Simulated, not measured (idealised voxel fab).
The process module that follows is named voxel air gaps.
Square cells of 5 nm make up the cross-section cut, whose width is 165 nm.
Cross-section spec: square-cell grid; bands listed top down; each band is one or more rows.
Heights first: top, then bottom, in nm. Then materials, left to right, each with a width in nm. "throughout" on a single material: fills the band edge to edge. "air": empty space.
Convention: height 0 is the level below which the wafer, as received, is all one material. The lowest band does not terminate at the bottom but continues downward, represented as "0 down".
Quick explanation for "30->40": the width changes in equal steps down the rows of cells, from the first number in the band's top row to the second number in its bottom row.
"nothing altered" after a step means that no cell of the cross-section changed.
Look at "Enclosed void catalog" for the closed voids: empty spaces with no open path to the top, sized 8 cells or up. Each is width x height at distance, distance from the left edge, all nm.
Past the settings on a step's line: simulator remark, on that step.
"overlay nm" on a masked step: distance the mask lay right of its planned place, negative for left.

## Process steps - plan
1. RECEIVE with material Si
2. CONFORMAL_DEP with material SiO2, thk nm 10
3. CONFORMAL_DEP with material SiN, thk nm 5
4. DIRECTIONAL_DEP with material lowk, thk nm 35
5. PATTERN with tone open, mask id LINES, material resist, width nm 15, pitch nm 40, thk nm 15, overlay nm 0
6. DIRECTIONAL_ETCH with etch materials lowk, depth nm 35
7. STRIP with etch materials resist
8. CONFORMAL_DEP with material TiN, thk nm 5
9. FILL_DEP with material W, thk nm 5
10. CMP with height nm 50
11. EPI with material Ru, thk nm 10
12. SELECTIVE_ETCH with etch materials lowk, depth nm 45
13. CONFORMAL_DEP with material SiCN, thk nm 5

## First wafer of two (run as planned)

## Step 1 complete: cross-section of the wafer as received
  0 down  Si throughout
  Enclosed void catalog: none

## State of the wafer after step 2, shown in cross-section
  10 to 0  SiO2 throughout
  No changes below 0.

## State of the wafer after step 3, shown in cross-section
  15 to 10  SiN throughout
  No changes below 10.

## State of the wafer after step 4, shown in cross-section
  50 to 15  lowk throughout
  No changes below 15.

## State of the wafer after step 5, shown in cross-section
  65 to 50  resist=35  air=15  resist=25  air=15  resist=25  air=15  resist=35
  No changes below 50.

## State of the wafer after step 6, shown in cross-section
  65 to 50  resist=35  air=15  resist=25  air=15  resist=25  air=15  resist=35
  50 to 15  lowk=35  air=15  lowk=25  air=15  lowk=25  air=15  lowk=35
  No changes below 15.

## State of the wafer after step 7, shown in cross-section
  50 to 15  lowk=35  air=15  lowk=25  air=15  lowk=25  air=15  lowk=35
  No changes below 15.

## State of the wafer after step 8, shown in cross-section
  55 to 50  TiN=40  air=5  TiN=35  air=5  TiN=35  air=5  TiN=40
  50 to 20  lowk=35  TiN=5  air=5  TiN=5  lowk=25  TiN=5  air=5  TiN=5  lowk=25  TiN=5  air=5  TiN=5  lowk=35
  20 to 15  lowk=35  TiN=15  lowk=25  TiN=15  lowk=25  TiN=15  lowk=35
  No changes below 15.

## State of the wafer after step 9, shown in cross-section
  60 to 55  W throughout
  55 to 50  TiN=40  W=5  TiN=35  W=5  TiN=35  W=5  TiN=40
  50 to 20  lowk=35  TiN=5  W=5  TiN=5  lowk=25  TiN=5  W=5  TiN=5  lowk=25  TiN=5  W=5  TiN=5  lowk=35
  No changes below 20.

## State of the wafer after step 10, shown in cross-section
  50 to 20  lowk=35  TiN=5  W=5  TiN=5  lowk=25  TiN=5  W=5  TiN=5  lowk=25  TiN=5  W=5  TiN=5  lowk=35
  No changes below 20.

## State of the wafer after step 11, shown in cross-section
  60 to 50  air=25  Ru=35  air=5  Ru=35  air=5  Ru=35  air=25
  No changes below 50.

## State of the wafer after step 12, shown in cross-section
  60 to 50  air=25  Ru=35  air=5  Ru=35  air=5  Ru=35  air=25
  50 to 20  air=35  TiN=5  W=5  TiN=5  air=25  TiN=5  W=5  TiN=5  air=25  TiN=5  W=5  TiN=5  air=35
  20 to 15  air=35  TiN=15  air=25  TiN=15  air=25  TiN=15  air=35
  No changes below 15.

## State of the wafer after step 13, shown in cross-section
  65 to 60  air=20  SiCN=125  air=20
  60 to 50  air=20  SiCN=5  Ru=35  SiCN=5  Ru=35  SiCN=5  Ru=35  SiCN=5  air=20
  50 to 45  air=20  SiCN=15  TiN=5  W=5  TiN=5  SiCN=25  TiN=5  W=5  TiN=5  SiCN=25  TiN=5  W=5  TiN=5  SiCN=15  air=20
  45 to 20  air=30  SiCN=5  TiN=5  W=5  TiN=5  SiCN=5  air=15  SiCN=5  TiN=5  W=5  TiN=5  SiCN=5  air=15  SiCN=5  TiN=5  W=5  TiN=5  SiCN=5  air=30
  20 to 15  SiCN=35  TiN=15  SiCN=25  TiN=15  SiCN=25  TiN=15  SiCN=35
  No changes below 15.
  Enclosed void catalog: 15 x 25 at 55; 15 x 25 at 95

## second wafer: like start, like plan, one mistake. Through step 4 it matches the first wafer

## What the second wafer looks like in cross-section when step 5 should have wrapped up
  65 to 50  air=35  resist=15  air=25  resist=15  air=25  resist=15  air=35
  No changes below 50.

## What the second wafer looks like in cross-section when step 6 should have wrapped up
  65 to 50  air=35  resist=15  air=25  resist=15  air=25  resist=15  air=35
  50 to 15  air=35  lowk=15  air=25  lowk=15  air=25  lowk=15  air=35
  No changes below 15.

## What the second wafer looks like in cross-section when step 7 should have wrapped up
  50 to 15  air=35  lowk=15  air=25  lowk=15  air=25  lowk=15  air=35
  No changes below 15.

## What the second wafer looks like in cross-section when step 8 should have wrapped up
  55 to 50  air=30  TiN=25  air=15  TiN=25  air=15  TiN=25  air=30
  50 to 20  air=30  TiN=5  lowk=15  TiN=5  air=15  TiN=5  lowk=15  TiN=5  air=15  TiN=5  lowk=15  TiN=5  air=30
  20 to 15  TiN=35  lowk=15  TiN=25  lowk=15  TiN=25  lowk=15  TiN=35
  No changes below 15.

## What the second wafer looks like in cross-section when step 9 should have wrapped up
  60 to 55  W throughout
  55 to 50  W=30  TiN=25  W=15  TiN=25  W=15  TiN=25  W=30
  50 to 20  W=30  TiN=5  lowk=15  TiN=5  W=15  TiN=5  lowk=15  TiN=5  W=15  TiN=5  lowk=15  TiN=5  W=30
  No changes below 20.

## What the second wafer looks like in cross-section when step 10 should have wrapped up
  50 to 20  W=30  TiN=5  lowk=15  TiN=5  W=15  TiN=5  lowk=15  TiN=5  W=15  TiN=5  lowk=15  TiN=5  W=30
  No changes below 20.

## What the second wafer looks like in cross-section when step 11 should have wrapped up
  60 to 50  Ru throughout
  No changes below 50.

What the second wafer looks like in cross-section when step 12 should have wrapped up: nothing altered

## What the second wafer looks like in cross-section when step 13 should have wrapped up
  65 to 60  SiCN throughout
  No changes below 60.
Misprocessing identified: step 5 was processed under conditions differing from the plan, specifically as PATTERN with tone cover, mask id LINES, material resist, width nm 15, pitch nm 40, thk nm 15, overlay nm 0
End of process, cell counts, second wafer against first, materials with more or fewer: +24 Ru; -70 SiCN; +15 TiN; +90 W; +63 lowk
Final closed voids: first wafer 2, second wafer 0.
